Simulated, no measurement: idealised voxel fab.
process module | voxel gate over fins
cross-section cut | 195 nm wide | cells 5 nm
A cross-section is a grid of square cells, given in bands from the top down. A band is one or more rows of cells.
Each band's line starts with the height of the band's top and of its bottom, in nm. Then come its materials from left to right, each with its width in nm. One material with "throughout" fills the band from edge to edge. "air" is empty space.
Height 0 is the level under which the wafer as received is all one material. The lowest band goes on downwards, as in "0 down".
A width such as "30 to 40" changes by the same amount from each row of cells to the next, from the band's top row to its bottom row.
"no change" after a step means that no cell of the cross-section changed.
closed voids: empty space of 8 cells or more with no open way to the top, each as width x height at its distance from the left edge, in nm
after a step's settings: what the simulator itself notes on the step
overlay nm, on a step with a mask: how far to the right of its planned place the mask lay; to the left if negative
plan
1 op RECEIVE | material Si
2 op CONFORMAL_DEP | material SiN | thk nm 5
3 op PATTERN | tone cover | mask id FINS | material resist | width nm 15 | pitch nm 60 | thk nm 15 | overlay nm 0
4 op DIRECTIONAL_ETCH | etch materials SiN | depth nm 5
5 op DIRECTIONAL_ETCH | etch materials Si | depth nm 40
6 op STRIP | etch materials resist
7 op FILL_DEP | material SiO2 | thk nm 15
8 op CMP | height nm 5
9 op PATTERN | tone open | mask id RAIL | material resist | width nm 15 | thk nm 15 | overlay nm 0
10 op DIRECTIONAL_ETCH | etch materials SiO2 | depth nm 40
11 op STRIP | etch materials resist
12 op CONFORMAL_DEP | material TiN | thk nm 5
13 op FILL_DEP | material W | thk nm 5
14 op CMP | height nm 5
15 op SELECTIVE_ETCH | etch materials W Ru TiN | depth nm 25
16 op FILL_DEP | material SiO2 | thk nm 5
17 op CMP | height nm 5
18 op SELECTIVE_ETCH | etch materials SiO2 | depth nm 20
19 op STRIP | etch materials SiN
20 op CONFORMAL_DEP | material HfO2 | thk nm 5
21 op CONFORMAL_DEP | material TiN | thk nm 5
22 op CONFORMAL_DEP | material TiAl | thk nm 5
23 op CONFORMAL_DEP | material TiN | thk nm 5
24 op FILL_DEP | material W | thk nm 10
25 op CMP | height nm 25
26 op CONFORMAL_DEP | material SiCN | thk nm 5
as received, after step 1
  0 down: Si throughout
  closed voids: none
a wafer at the end: this start, this plan, one mistake
  30 to 25: SiCN throughout
  25 to 20: W throughout
  20 to 15: W 10 | TiN 55 | W 5 | TiN 55 | W 5 | TiN 55 | W 10
  15 to 10: W 10 | TiN 5 | TiAl 45 | TiN 5 | W 5 | TiN 5 | TiAl 45 | TiN 5 | W 5 | TiN 5 | TiAl 45 | TiN 5 | W 10
  10 to 5: W 10 | TiN 5 | TiAl 5 | TiN 35 | TiAl 5 | TiN 5 | W 5 | TiN 5 | TiAl 5 | TiN 35 | TiAl 5 | TiN 5 | W 5 | TiN 5 | TiAl 5 | TiN 35 | TiAl 5 | TiN 5 | W 10
  5 to 0: TiN 15 | TiAl 5 | TiN 5 | HfO2 25 | TiN 5 | TiAl 5 | TiN 15 | TiAl 5 | TiN 5 | HfO2 25 | TiN 5 | TiAl 5 | TiN 15 | TiAl 5 | TiN 5 | HfO2 25 | TiN 5 | TiAl 5 | TiN 15
  0 to -5: TiAl 20 | TiN 5 | HfO2 5 | Si 15 | HfO2 5 | TiN 5 | TiAl 25 | TiN 5 | HfO2 5 | Si 15 | HfO2 5 | TiN 5 | TiAl 25 | TiN 5 | HfO2 5 | Si 15 | HfO2 5 | TiN 5 | TiAl 20
  -5 to -10: TiN 25 | HfO2 5 | Si 15 | HfO2 5 | TiN 35 | HfO2 5 | Si 15 | HfO2 5 | TiN 35 | HfO2 5 | Si 15 | HfO2 5 | TiN 25
  -10 to -15: HfO2 30 | Si 15 | HfO2 45 | Si 15 | HfO2 45 | Si 15 | HfO2 30
  -15 to -20: SiO2 30 | Si 15 | SiO2 45 | Si 15 | SiO2 45 | Si 15 | SiO2 30
  -20 to -30: W 25 | TiN 5 | Si 15 | TiN 5 | W 5 | TiN 5 | SiO2 15 | TiN 5 | W 5 | TiN 5 | Si 15 | TiN 5 | W 35 | TiN 5 | Si 15 | TiN 5 | W 25
  -30 to -35: TiN 30 | Si 15 | TiN 15 | SiO2 15 | TiN 15 | Si 15 | TiN 45 | Si 15 | TiN 30
  -35 to -40: SiO2 30 | Si 15 | SiO2 45 | Si 15 | SiO2 45 | Si 15 | SiO2 30
  -40 down: Si throughout
  closed voids: none
what went wrong: step 9 ran as: op PATTERN | tone cover | mask id RAIL | material resist | width nm 15 | thk nm 15 | overlay nm 0
